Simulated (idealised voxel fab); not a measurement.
process module | voxel ribs on slabs
cross-section cut | 300 nm wide | cells 5 nm
A cross-section is a grid of square cells, given in bands from the top down. A band is one or more rows of cells.
Each band's line starts with the height of the band's top and of its bottom, in nm. Then come its materials from left to right, each with its width in nm. One material with "throughout" fills the band from edge to edge. "air" is empty space.
Height 0 is the level under which the wafer as received is all one material. The lowest band goes on downwards, as in "0 down".
A width such as "30 to 40" changes by the same amount from each row of cells to the next, from the band's top row to its bottom row.
"no change" after a step means that no cell of the cross-section changed.
closed voids: empty space of 8 cells or more with no open way to the top, each as width x height at its distance from the left edge, in nm
after a step's settings: what the simulator itself notes on the step
overlay nm, on a step with a mask: how far to the right of its planned place the mask lay; to the left if negative
plan
1 op RECEIVE | material Si
2 op DIRECTIONAL_DEP | material SiO2 | thk nm 25
3 op DIRECTIONAL_DEP | material polySi | thk nm 20
4 op PATTERN | tone cover | mask id RIB | material resist | width nm 30 | thk nm 15 | overlay nm 0
5 op DIRECTIONAL_ETCH | etch materials polySi | depth nm 15
6 op STRIP | etch materials resist
7 op PATTERN | tone cover | mask id SLAB | material resist | width nm 90 | thk nm 20 | overlay nm 0
8 op DIRECTIONAL_ETCH | etch materials polySi | depth nm 5
9 op STRIP | etch materials resist
10 op FILL_DEP | material SiO2 | thk nm 20
11 op CMP | height nm 60
12 op DIRECTIONAL_DEP | material W | thk nm 5
13 op PATTERN | tone cover | mask id HEATER | material resist | width nm 40 | thk nm 20 | overlay nm 0
14 op DIRECTIONAL_ETCH | etch materials W | depth nm 5
15 op STRIP | etch materials resist
16 op CONFORMAL_DEP | material SiN | thk nm 5
as received, after step 1
  0 down: Si throughout
  closed voids: none
first wafer at the end, as planned
  70 to 65: air 125 | SiN 50 | air 125
  65 to 60: SiN 130 | W 40 | SiN 130
  60 to 45: SiO2 throughout
  45 to 30: SiO2 135 | polySi 30 | SiO2 135
  30 to 25: SiO2 105 | polySi 90 | SiO2 105
  25 to 0: SiO2 throughout
  0 down: Si throughout
  closed voids: none
second wafer at the end: like start, like plan, one mistake
  70 to 65: air 125 | SiN 50 | air 125
  65 to 60: SiN 130 | W 40 | SiN 130
  60 to 45: SiO2 throughout
  45 to 30: SiO2 140 | polySi 25 | SiO2 135
  30 to 25: SiO2 105 | polySi 90 | SiO2 105
  25 to 0: SiO2 throughout
  0 down: Si throughout
  closed voids: none
what went wrong: step 4 ran as: op PATTERN | tone cover | mask id RIB | material resist | width nm 25 | thk nm 15 | overlay nm 0
at the end the second wafer has, in cells: 3 more of SiO2 | 3 fewer of polySi
